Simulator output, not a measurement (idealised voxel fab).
process module | voxel tone inversion
cross-section cut | 265 nm wide | cells 5 nm
A cross-section is a grid of square cells, given in bands from the top down. A band is one or more rows of cells.
Each band's line starts with the height of the band's top and of its bottom, in nm. Then come its materials from left to right, each with its width in nm. One material with "throughout" fills the band from edge to edge. "air" is empty space.
Height 0 is the level under which the wafer as received is all one material. The lowest band goes on downwards, as in "0 down".
A width such as "30 to 40" changes by the same amount from each row of cells to the next, from the band's top row to its bottom row.
"no change" after a step means that no cell of the cross-section changed.
closed voids: empty space of 8 cells or more with no open way to the top, each as width x height at its distance from the left edge, in nm
after a step's settings: what the simulator itself notes on the step
overlay nm, on a step with a mask: how far to the right of its planned place the mask lay; to the left if negative
plan
1 op RECEIVE | material Si
2 op CONFORMAL_DEP | material SiCN | thk nm 5
3 op DIRECTIONAL_DEP | material aC | thk nm 20
4 op PATTERN | tone cover | mask id POSTS | material resist | width nm 15 | pitch nm 35 | thk nm 25 | overlay nm 0
5 op DIRECTIONAL_ETCH | etch materials aC | depth nm 20
6 op STRIP | etch materials resist
7 op FILL_DEP | material SiO2 | thk nm 5
8 op CMP | height nm 25
9 op STRIP | etch materials aC
as received, after step 1
  0 down: Si throughout
  closed voids: none
first wafer at the end, as planned
  25 to 5: SiO2 105 | air 15 | SiO2 20 | air 15 | SiO2 110
  5 to 0: SiCN throughout
  0 down: Si throughout
  closed voids: none
second wafer at the end: like start, like plan, one mistake
  25 to 5: SiO2 105 | air 20 | SiO2 15 | air 20 | SiO2 105
  5 to 0: SiCN throughout
  0 down: Si throughout
  closed voids: none
what went wrong: step 4 ran as: op PATTERN | tone cover | mask id POSTS | material resist | width nm 20 | pitch nm 35 | thk nm 25 | overlay nm 0
at the end the second wafer has, in cells: 8 fewer of SiO2
